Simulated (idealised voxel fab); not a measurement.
A process module follows: voxel self aligned vias.
Xsec cut, 270 nm wide, square cell size 5 nm.
Reading order for cross-sections: top band down to bottom band. Underlying form: a grid of square cells. Band size: one or more rows of cells.
First you get the band's top height and its bottom height, in nm, and then the materials it's made of, left to right, with each width in nm. If you see a single material with "full width", that one covers the band edge to edge. "empty" is empty space.
Below 0: as-received wafer, all one material; heights counted from there. Lowest band: no bottom, goes on down, written "z 0 and below".
Graded width ("30 to 40"): value in top row of band = first number; value in bottom row = second number; row-to-row change constant.
For the purposes of this document, the phrase "no change" attached to a step denotes that no cell within the cross-section was modified by that step.
Entry "Entrapped void list". Content: empty spaces with no open connection to the top, size 8 cells or greater. Each: width x height at distance. Distance: from left edge. Unit: nm.
Whatever follows a step's settings on its line is a remark the simulator itself makes about that step.
The "overlay nm" setting may appear on a step's line; for a step that uses a mask, it gives how far to the right of its planned position the mask lay, and a negative value indicates the left.
### Intended process steps
1 RECEIVE | material Si
2 CONFORMAL_DEP | material SiO2 | thk nm 15
3 CONFORMAL_DEP | material SiCN | thk nm 5
4 DIRECTIONAL_DEP | material SiO2 | thk nm 25
5 DIRECTIONAL_DEP | material aC | thk nm 15
6 PATTERN | tone open | mask id LINES | material resist | width nm 25 | pitch nm 65 | thk nm 35 | overlay nm 0
7 DIRECTIONAL_ETCH | etch materials aC | depth nm 15
8 STRIP | etch materials resist
9 DIRECTIONAL_ETCH | etch materials SiO2 | depth nm 25
10 STRIP | etch materials aC
11 CONFORMAL_DEP | material TiN | thk nm 5
12 FILL_DEP | material W | thk nm 10
13 CMP | height nm 45
14 SELECTIVE_ETCH | etch materials W Ru TiN | depth nm 10
15 FILL_DEP | material SiN | thk nm 10
16 CMP | height nm 45
17 DIRECTIONAL_DEP | material SiO2 | thk nm 20
18 DIRECTIONAL_DEP | material aC | thk nm 15
19 PATTERN | tone open | mask id VIAS | material resist | width nm 35 | pitch nm 65 | thk nm 35 | overlay nm 0
20 DIRECTIONAL_ETCH | etch materials aC | depth nm 15
21 STRIP | etch materials resist
22 DIRECTIONAL_ETCH | etch materials SiO2 | depth nm 20
23 DIRECTIONAL_ETCH | etch materials SiN | depth nm 10
24 STRIP | etch materials aC
25 CONFORMAL_DEP | material TiN | thk nm 5
26 FILL_DEP | material W | thk nm 10
27 CMP | height nm 65
28 CONFORMAL_DEP | material SiN | thk nm 5
### The cross-section here shows the wafer as received, i.e. in its state after step 1
    z 0 and below  Si full width
    Entrapped void list: none
### This is how the wafer looks in cross-section once the module is done, given the starting state and plan above and one mistake in carrying the plan out
    z 70 to 65  SiN full width
    z 65 to 50  SiO2 80 nm / TiN 5 nm / W 25 nm / TiN 5 nm / SiO2 30 nm / TiN 5 nm / W 25 nm / TiN 5 nm / SiO2 90 nm
    z 50 to 40  SiO2 80 to 90 nm / TiN 15 to 5 nm / W 15 nm / TiN 5 nm / SiO2 30 to 40 nm / TiN 15 to 5 nm / W 15 nm / TiN 5 nm / SiO2 90 nm
    z 40 to 35  SiO2 90 nm / TiN 25 nm / SiO2 40 nm / TiN 25 nm / SiO2 90 nm
    z 35 to 25  SiO2 90 nm / TiN 5 nm / W 15 nm / TiN 5 nm / SiO2 40 nm / TiN 5 nm / W 15 nm / TiN 5 nm / SiO2 90 nm
    z 25 to 20  SiO2 90 nm / TiN 25 nm / SiO2 40 nm / TiN 25 nm / SiO2 90 nm
    z 20 to 15  SiCN full width
    z 15 to 0  SiO2 full width
    z 0 and below  Si full width
    Entrapped void list: none
Against the plan, the run slipped here: rather than as planned, step 19 actually ran as PATTERN | tone open | mask id VIAS | material resist | width nm 35 | pitch nm 65 | thk nm 35 | overlay nm -5
